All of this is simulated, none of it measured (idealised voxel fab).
process module | voxel released beams
cross-section cut | 170 nm wide | cells 5 nm
A cross-section is a grid of square cells, given in bands from the top down. A band is one or more rows of cells.
Each band's line starts with the height of the band's top and of its bottom, in nm. Then come its materials from left to right, each with its width in nm. One material with "throughout" fills the band from edge to edge. "air" is empty space.
Height 0 is the level under which the wafer as received is all one material. The lowest band goes on downwards, as in "0 down".
A width such as "30 to 40" changes by the same amount from each row of cells to the next, from the band's top row to its bottom row.
"no change" after a step means that no cell of the cross-section changed.
closed voids: empty space of 8 cells or more with no open way to the top, each as width x height at its distance from the left edge, in nm
after a step's settings: what the simulator itself notes on the step
overlay nm, on a step with a mask: how far to the right of its planned place the mask lay; to the left if negative
plan
1 op RECEIVE | material Si
2 op CONFORMAL_DEP | material SiN | thk nm 10
3 op DIRECTIONAL_DEP | material SiO2 | thk nm 10
4 op MASKED_ETCH | tone open | mask id ANCHOR | width nm 45 | etch materials SiO2 | depth nm 10 | overlay nm 0
5 op CONFORMAL_DEP | material W | thk nm 15
6 op MASKED_ETCH | tone cover | mask id BEAM | width nm 105 | etch materials W | depth nm 15 | overlay nm -15
7 op STRIP | etch materials SiO2
varied across the wafers: overlay nm of step 6. The plan shows the first wafer's value. All wafers start alike
first wafer as received, after step 1
  0 down: Si throughout
  closed voids: none
first wafer at the end, after step 7
  35 to 25: air 15 | W 35 | air 15 | W 55 | air 50
  25 to 20: air 15 | W 105 | air 50
  20 to 10: air 35 | W 45 | air 90
  10 to 0: SiN throughout
  0 down: Si throughout
  closed voids: none
last wafer at the end
  35 to 25: air 45 | W 5 | air 15 | W 85 | air 20
  25 to 20: air 45 | W 105 | air 20
  20 to 10: air 35 | W 45 | air 90
  10 to 0: SiN throughout
  0 down: Si throughout
  closed voids: none
each wafer at the end: cells of each material gained (+) or lost (-) since it was received, then its closed voids
overlay nm -15 | +68 SiN | +75 W | closed voids: none
overlay nm -10 | +68 SiN | +75 W | closed voids: none
overlay nm -5 | +68 SiN | +75 W | closed voids: none
overlay nm 0 | +68 SiN | +75 W | closed voids: none
overlay nm 5 | +68 SiN | +75 W | closed voids: none
overlay nm 10 | +68 SiN | +75 W | closed voids: none
overlay nm 15 | +68 SiN | +75 W | closed voids: none
